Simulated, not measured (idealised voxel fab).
The following is a process module called voxel fin reveal.
Shown is cross-section cut, with a width of 200 nm and square cells of size 5 nm.
Each cross-section below is a grid of square cells, stated as bands in top-down order, with one or more rows of cells making up each band.
The entry gives the band's vertical extent as a top height and a bottom height in nm, then its horizontal make-up as materials from left to right, each with a width in nm. "blank" stands for empty space; a single material marked "everywhere" fills the band edge to edge.
Height is counted from the level 0, under which the received wafer is composed throughout of one material. The lowest of the bands is not closed at the bottom but continues downward, in the notation "0..down".
With a width like "30 to 40", each row of cells in the band differs from the next by the same amount, the top row carrying the first number and the bottom row the second.
What does "changes: none" mean for a step? It means no cell of the cross-section changed in that step.
Voids not open to the top, 8 cells minimum: see "Unvented internal voids". Written width x height at distance; distance is from the left edge; nm.
What comes after the settings on a step's line is commentary from the simulator itself on that step.
"overlay nm" denotes, for a step that has a mask, the displacement of the mask to the right of its planned place, with negative values corresponding to the left.

**Process steps - plan**
1 RECEIVE, material Si
2 CONFORMAL_DEP, material SiN, thk nm 10
3 MASKED_ETCH, tone cover, mask id FINS, width nm 15, pitch nm 35, etch materials SiN, depth nm 10, overlay nm 0
4 MASKED_ETCH, tone cover, mask id FINS, width nm 15, pitch nm 35, etch materials Si, depth nm 35, overlay nm 0
5 OXIDIZE, depth nm 5
6 FILL_DEP, material SiO2, thk nm 10
7 CMP, height nm 10
8 SELECTIVE_ETCH, etch materials SiO2, depth nm 35
9 STRIP, etch materials SiN
10 CONFORMAL_DEP, material HfO2, thk nm 5

**Cross-section of the wafer as it came to us, i.e., already through step 1**
- 0..down  Si everywhere
- Unvented internal voids: none

**Cross-section: first of two wafers, module finished, run according to plan**
- 5..0  40 blank | 15 HfO2 | 20 blank | 15 HfO2 | 20 blank | 15 HfO2 | 20 blank | 15 HfO2 | 40 blank
- 0..-20  40 blank | 5 HfO2 | 5 Si | 5 HfO2 | 20 blank | 5 HfO2 | 5 Si | 5 HfO2 | 20 blank | 5 HfO2 | 5 Si | 5 HfO2 | 20 blank | 5 HfO2 | 5 Si | 5 HfO2 | 40 blank
- -20..-25  45 HfO2 | 5 Si | 30 HfO2 | 5 Si | 30 HfO2 | 5 Si | 30 HfO2 | 5 Si | 45 HfO2
- -25..-40  45 SiO2 | 5 Si | 30 SiO2 | 5 Si | 30 SiO2 | 5 Si | 30 SiO2 | 5 Si | 45 SiO2
- -40..down  Si everywhere
- Unvented internal voids: none

**Second wafer cross-section at end of module - shared start and plan with the first, one mistake in the run**
- 5..0  40 blank | 15 HfO2 | 20 blank | 15 HfO2 | 20 blank | 15 HfO2 | 20 blank | 15 HfO2 | 40 blank
- 0..-20  40 blank | 5 HfO2 | 5 Si | 5 HfO2 | 20 blank | 5 HfO2 | 5 Si | 5 HfO2 | 20 blank | 5 HfO2 | 5 Si | 5 HfO2 | 20 blank | 5 HfO2 | 5 Si | 5 HfO2 | 40 blank
- -20..-25  45 HfO2 | 5 Si | 30 HfO2 | 5 Si | 30 HfO2 | 5 Si | 30 HfO2 | 5 Si | 45 HfO2
- -25..-35  45 SiO2 | 5 Si | 30 SiO2 | 5 Si | 30 SiO2 | 5 Si | 30 SiO2 | 5 Si | 45 SiO2
- -35..down  Si everywhere
- Unvented internal voids: none
Deviation from plan: for step 4, the planned setting was not used; the step was instead run as MASKED_ETCH, tone cover, mask id FINS, width nm 15, pitch nm 35, etch materials Si, depth nm 30, overlay nm 0
at the end the second wafer has, in cells: Si +36 | SiO2 -36
